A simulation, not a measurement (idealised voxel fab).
This section sets out a process module, namely voxel wiring stack.
In the cross-section labelled cut, the width is 280 nm and each square cell is 5 nm.
In this document a cross-section is written as a grid of square cells. It is given as a series of bands, listed from the top down, and a band is one or more rows of cells. Top height, bottom height, nm. Materials left to right, width each, nm. Single material + "all across" = fills band edge to edge. "empty" = empty. Height 0 is the level under which the wafer as received is all one material. The lowest band goes on downwards, as in "0 nm and below". When a width is written as two numbers, as in "30->40", the first number is the width in the top row of cells of the band and the second is the width in its bottom row, and the width changes by the same amount from each row to the next. Take "identical to before" at face value: in the step it is given for, the cross-section changed in none of its cells. Enclosed internal cavities: empty space of 8 cells or more with no open way to the top, each as width x height at its distance from the left edge, in nm. On a step's line, text after the settings is the simulator commenting on that step. When a step includes a mask, the "overlay nm" setting on its line states how far to the right of its planned place that mask lay, and negative values state how far to the left.
### The process steps that were planned are listed below
1: RECEIVE: material Si
2: CONFORMAL_DEP: material SiO2, thk nm 10
3: DIRECTIONAL_DEP: material TiN, thk nm 5
4: DIRECTIONAL_DEP: material W, thk nm 15
5: MASKED_ETCH: tone cover, mask id METAL_1, width nm 25, pitch nm 40, etch materials W, depth nm 15, overlay nm 0
6: MASKED_ETCH: tone cover, mask id METAL_1, width nm 25, pitch nm 40, etch materials TiN, depth nm 5, overlay nm 0
7: CONFORMAL_DEP: material SiCN, thk nm 5
8: FILL_DEP: material SiO2, thk nm 5
9: CMP: height nm 30
10: CONFORMAL_DEP: material SiCN, thk nm 5
11: DIRECTIONAL_DEP: material SiO2, thk nm 20
12: DIRECTIONAL_DEP: material aC, thk nm 15
13: PATTERN: tone open, mask id PLUG_1, material resist, width nm 15, pitch nm 40, thk nm 35, overlay nm 0
14: DIRECTIONAL_ETCH: etch materials aC, depth nm 15
15: STRIP: etch materials resist
16: DIRECTIONAL_ETCH: etch materials SiO2, depth nm 20
17: DIRECTIONAL_ETCH: etch materials SiCN, depth nm 5
18: STRIP: etch materials aC
19: CONFORMAL_DEP: material TiN, thk nm 5
20: FILL_DEP: material Cu, thk nm 5
21: CMP: height nm 55
22: DIRECTIONAL_DEP: material TiN, thk nm 5
23: DIRECTIONAL_DEP: material W, thk nm 15
24: DIRECTIONAL_DEP: material aC, thk nm 15
25: PATTERN: tone cover, mask id METAL_2, material resist, width nm 25, pitch nm 40, thk nm 35, overlay nm 0
26: DIRECTIONAL_ETCH: etch materials aC, depth nm 15
27: STRIP: etch materials resist
28: DIRECTIONAL_ETCH: etch materials W, depth nm 15
29: DIRECTIONAL_ETCH: etch materials TiN, depth nm 5
30: STRIP: etch materials aC
31: CONFORMAL_DEP: material SiN, thk nm 5
32: FILL_DEP: material SiO2, thk nm 5
33: CMP: height nm 75
34: CONFORMAL_DEP: material SiCN, thk nm 5
35: DIRECTIONAL_DEP: material lowk, thk nm 30
36: MASKED_ETCH: tone open, mask id METAL_3, width nm 25, pitch nm 40, etch materials lowk, depth nm 20, overlay nm 0
37: DIRECTIONAL_DEP: material aC, thk nm 15
38: PATTERN: tone open, mask id METAL_3_HOLES, material resist, width nm 15, pitch nm 40, thk nm 35, overlay nm 0
39: DIRECTIONAL_ETCH: etch materials aC, depth nm 15
40: STRIP: etch materials resist
41: DIRECTIONAL_ETCH: etch materials lowk, depth nm 10
42: DIRECTIONAL_ETCH: etch materials SiCN, depth nm 5
43: STRIP: etch materials aC
44: CONFORMAL_DEP: material TiN, thk nm 5
45: FILL_DEP: material Cu, thk nm 10
46: CMP: height nm 110
47: CONFORMAL_DEP: material SiCN, thk nm 5
48: DIRECTIONAL_DEP: material SiO2, thk nm 15
49: DIRECTIONAL_DEP: material aC, thk nm 15
50: PATTERN: tone open, mask id PLUG_3, material resist, width nm 15, thk nm 30, overlay nm 0
51: DIRECTIONAL_ETCH: etch materials aC, depth nm 15
52: STRIP: etch materials resist
53: DIRECTIONAL_ETCH: etch materials SiO2, depth nm 15
54: DIRECTIONAL_ETCH: etch materials SiCN, depth nm 5
55: STRIP: etch materials aC
56: CONFORMAL_DEP: material TiN, thk nm 5
57: FILL_DEP: material Ru, thk nm 5
58: CMP: height nm 130
59: DIRECTIONAL_DEP: material TiN, thk nm 5
60: DIRECTIONAL_DEP: material Ru, thk nm 25
61: DIRECTIONAL_DEP: material aC, thk nm 10
62: PATTERN: tone cover, mask id METAL_4, material resist, width nm 25, pitch nm 40, thk nm 25, overlay nm 0
63: DIRECTIONAL_ETCH: etch materials aC, depth nm 10
64: STRIP: etch materials resist
65: DIRECTIONAL_ETCH: etch materials Ru, depth nm 25
66: DIRECTIONAL_ETCH: etch materials TiN, depth nm 5
67: STRIP: etch materials aC
68: CONFORMAL_DEP: material SiN, thk nm 5
69: FILL_DEP: material lowk, thk nm 10
70: CMP: height nm 160
71: CONFORMAL_DEP: material SiCN, thk nm 5
### The cross-section here shows the wafer as received, i.e. in its state after step 1
* 0 nm and below | Si all across
* Enclosed internal cavities: none
### first wafer at the end, as planned
* 165 nm to 160 nm | SiCN all across
* 160 nm to 135 nm | lowk=100 | SiN=5 | Ru=25 | SiN=5 | lowk=5 | SiN=5 | Ru=25 | SiN=5 | lowk=105
* 135 nm to 130 nm | SiN=105 | TiN=25 | SiN=15 | TiN=25 | SiN=110
* 130 nm to 115 nm | SiO2=105 | TiN=5 | Ru=5 | TiN=5 | SiO2=160
* 115 nm to 110 nm | SiCN=105 | TiN=15 | SiCN=160
* 110 nm to 95 nm | lowk=105 | TiN=5 | Cu=15 | TiN=5 | lowk=15 | TiN=5 | Cu=15 | TiN=5 | lowk=110
* 95 nm to 90 nm | lowk=105 | TiN=5 | Cu=5 | TiN=15 | lowk=15 | TiN=5 | Cu=5 | TiN=15 | lowk=110
* 90 nm to 80 nm | lowk=105 | TiN=5 | Cu=5 | TiN=5 | lowk=25 | TiN=5 | Cu=5 | TiN=5 | lowk=120
* 80 nm to 75 nm | SiCN=105 | TiN=15 | SiCN=25 | TiN=15 | SiCN=120
* 75 nm to 60 nm | SiO2=100 | SiN=5 | W=25 | SiN=5 | SiO2=5 | SiN=5 | W=25 | SiN=5 | SiO2=105
* 60 nm to 55 nm | SiN=105 | TiN=25 | SiN=15 | TiN=25 | SiN=110
* 55 nm to 35 nm | SiO2=105 | TiN=5 | Cu=5 | TiN=5 | SiO2=25 | TiN=5 | Cu=5 | TiN=5 | SiO2=120
* 35 nm to 30 nm | SiCN=105 | TiN=15 | SiCN=25 | TiN=15 | SiCN=120
* 30 nm to 15 nm | SiO2=100 | SiCN=5 | W=25 | SiCN=5 | SiO2=5 | SiCN=5 | W=25 | SiCN=5 | SiO2=105
* 15 nm to 10 nm | SiCN=105 | TiN=25 | SiCN=15 | TiN=25 | SiCN=110
* 10 nm to 0 nm | SiO2 all across
* 0 nm and below | Si all across
* Enclosed internal cavities: none
### Cross-section, wafer two of two, end of module: same start and plan as wafer one, one error in execution
* 165 nm to 160 nm | SiCN all across
* 160 nm to 135 nm | lowk=100 | SiN=5 | Ru=25 | SiN=5 | lowk=5 | SiN=5 | Ru=25 | SiN=5 | lowk=105
* 135 nm to 130 nm | SiN=105 | TiN=25 | SiN=15 | TiN=25 | SiN=110
* 130 nm to 115 nm | SiO2=105 | TiN=5 | Ru=5 | TiN=5 | SiO2=160
* 115 nm to 110 nm | SiCN=105 | TiN=15 | SiCN=160
* 110 nm to 95 nm | lowk=105 | TiN=5 | Cu=15 | TiN=5 | lowk=15 | TiN=5 | Cu=15 | TiN=5 | lowk=110
* 95 nm to 90 nm | lowk=105 | TiN=5 | Cu=5 | TiN=15 | lowk=15 | TiN=5 | Cu=5 | TiN=15 | lowk=110
* 90 nm to 80 nm | lowk=105 | TiN=5 | Cu=5 | TiN=5 | lowk=25 | TiN=5 | Cu=5 | TiN=5 | lowk=120
* 80 nm to 75 nm | SiCN=105 | TiN=15 | SiCN=25 | TiN=15 | SiCN=120
* 75 nm to 60 nm | SiO2=100 | SiN=5 | W=25 | SiN=5 | SiO2=5 | SiN=5 | W=25 | SiN=5 | SiO2=105
* 60 nm to 55 nm | SiN=105 | TiN=25 | SiN=15 | TiN=25 | SiN=110
* 55 nm to 35 nm | SiO2=105 | TiN=5 | Cu=5 | TiN=5 | SiO2=25 | TiN=5 | Cu=5 | TiN=5 | SiO2=120
* 35 nm to 25 nm | SiCN=105 | TiN=15->25 | SiCN=25->15 | TiN=15->25 | SiCN=120->110
* 25 nm to 10 nm | W all across
* 10 nm to 0 nm | SiO2 all across
* 0 nm and below | Si all across
* Enclosed internal cavities: none
Deviation from plan: steps 3 and 4 run out of order (swapped)
Final difference in cells, second wafer against first, listed per material as more or fewer: SiCN: 12 fewer, SiO2: 126 fewer, W: 138 more
